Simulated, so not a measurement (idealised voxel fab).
process module | voxel ribs on slabs
cross-section cut | 295 nm wide | cells 5 nm
A cross-section is a grid of square cells, given in bands from the top down. A band is one or more rows of cells.
Each band's line starts with the height of the band's top and of its bottom, in nm. Then come its materials from left to right, each with its width in nm. One material with "throughout" fills the band from edge to edge. "air" is empty space.
Height 0 is the level under which the wafer as received is all one material. The lowest band goes on downwards, as in "0 down".
A width such as "30 to 40" changes by the same amount from each row of cells to the next, from the band's top row to its bottom row.
"no change" after a step means that no cell of the cross-section changed.
closed voids: empty space of 8 cells or more with no open way to the top, each as width x height at its distance from the left edge, in nm
after a step's settings: what the simulator itself notes on the step
overlay nm, on a step with a mask: how far to the right of its planned place the mask lay; to the left if negative
plan
1 op RECEIVE | material Si
2 op DIRECTIONAL_DEP | material SiO2 | thk nm 30
3 op DIRECTIONAL_DEP | material polySi | thk nm 25
4 op PATTERN | tone cover | mask id RIB | material resist | width nm 30 | thk nm 20 | overlay nm 0
5 op DIRECTIONAL_ETCH | etch materials polySi | depth nm 15
6 op STRIP | etch materials resist
7 op MASKED_ETCH | tone cover | mask id SLAB | width nm 60 | etch materials polySi | depth nm 10 | overlay nm 0
8 op FILL_DEP | material SiO2 | thk nm 30
9 op CMP | height nm 75
10 op DIRECTIONAL_DEP | material W | thk nm 5
11 op DIRECTIONAL_DEP | material aC | thk nm 10
12 op PATTERN | tone cover | mask id HEATER | material resist | width nm 40 | thk nm 25 | overlay nm 0
13 op DIRECTIONAL_ETCH | etch materials aC | depth nm 10
14 op STRIP | etch materials resist
15 op DIRECTIONAL_ETCH | etch materials W | depth nm 5
16 op STRIP | etch materials aC
17 op CONFORMAL_DEP | material SiO2 | thk nm 10
as received, after step 1
  0 down: Si throughout
  closed voids: none
first wafer at the end, as planned
  90 to 85: air 115 | SiO2 60 | air 120
  85 to 80: SiO2 throughout
  80 to 75: SiO2 125 | W 40 | SiO2 130
  75 to 55: SiO2 throughout
  55 to 40: SiO2 130 | polySi 30 | SiO2 135
  40 to 30: SiO2 115 | polySi 60 | SiO2 120
  30 to 0: SiO2 throughout
  0 down: Si throughout
  closed voids: none
second wafer at the end: like start, like plan, one mistake
  90 to 85: air 115 | SiO2 60 | air 120
  85 to 80: SiO2 throughout
  80 to 75: SiO2 125 | W 40 | SiO2 130
  75 to 55: SiO2 throughout
  55 to 40: SiO2 125 | polySi 30 | SiO2 140
  40 to 30: SiO2 115 | polySi 60 | SiO2 120
  30 to 0: SiO2 throughout
  0 down: Si throughout
  closed voids: none
what went wrong: step 4 ran as: op PATTERN | tone cover | mask id RIB | material resist | width nm 30 | thk nm 20 | overlay nm -5
at the end the second wafer has, in cells: as many of each material as the first, in other places
